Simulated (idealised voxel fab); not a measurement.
Proc. module: voxel released beams
It is cross-section cut that appears here, measuring 200 nm in width, its square cells being 5 nm in size.
For the purposes of this document, a cross-section shall be understood as a grid of square cells, specified as bands listed in top-to-bottom order, each band consisting of one or more rows of cells.
Each band's line starts with the height of the band's top and of its bottom, in nm. Then come its materials from left to right, each with its width in nm. One material with "all across" fills the band from edge to edge. "air" is empty space.
A quick word on heights: they are counted from 0, and under that level the wafer as it came to us is one material throughout. The lowest band is different from the rest in having no bottom; it simply continues downward, written as in "from 0 down".
When a width is written as two numbers, as in "30->40", the first number is the width in the top row of cells of the band and the second is the width in its bottom row, and the width changes by the same amount from each row to the next.
Where the words "nothing was modified" appear for a step, the cross-section shows no cell changed by that step; every cell remained as before.
The entry titled "Closed internal voids" provides the empty spaces that have no open way to the top, restricted to those of 8 cells or more. Each is presented as width x height at distance, the distance being measured from the left edge, with all three in nm.
On a step's line, text after the settings is the simulator commenting on that step.
overlay nm: step with mask; distance mask lay right of planned place; negative value = left of planned place.
# These are the steps we planned for the process
- 1: RECEIVE: material Si
- 2: CONFORMAL_DEP: material SiN, thk nm 5
- 3: DIRECTIONAL_DEP: material SiO2, thk nm 15
- 4: DIRECTIONAL_DEP: material aC, thk nm 15
- 5: PATTERN: tone open, mask id ANCHOR, material resist, width nm 45, thk nm 30, overlay nm 0
- 6: DIRECTIONAL_ETCH: etch materials aC, depth nm 15
- 7: STRIP: etch materials resist
- 8: DIRECTIONAL_ETCH: etch materials SiO2, depth nm 15
- 9: STRIP: etch materials aC
- 10: CONFORMAL_DEP: material W, thk nm 15
- 11: PATTERN: tone cover, mask id BEAM, material resist, width nm 90, thk nm 20, overlay nm 0
- 12: DIRECTIONAL_ETCH: etch materials W, depth nm 15
- 13: STRIP: etch materials resist
- 14: STRIP: etch materials SiO2
# Received-state cross-section, reflecting completion of step 1
> from 0 down = Si all across
> Closed internal voids: none
# End-of-module cross-section of the first of two wafers, processed as planned
> from 35 to 20 = 50 of air, then 20 of W, then 15 of air, then 55 of W, then 60 of air
> from 20 to 5 = 55 of air, then 45 of W, then 100 of air
> from 5 to 0 = SiN all across
> from 0 down = Si all across
> Closed internal voids: none
# Here is the second of the two wafers cut open at the end of the module - same start, same plan as the first one, but we made one mistake running it
> from 35 to 20 = 40 of air, then 30 of W, then 15 of air, then 45 of W, then 70 of air
> from 20 to 5 = 55 of air, then 45 of W, then 100 of air
> from 5 to 0 = SiN all across
> from 0 down = Si all across
> Closed internal voids: none
Want to know what went wrong? so step 11 ended up running with a different setting than we planned, it ran as PATTERN: tone cover, mask id BEAM, material resist, width nm 90, thk nm 20, overlay nm -10
In the final comparison it is observed that the number of cells assigned to each material is identical for the two wafers, whereas their placement is not.
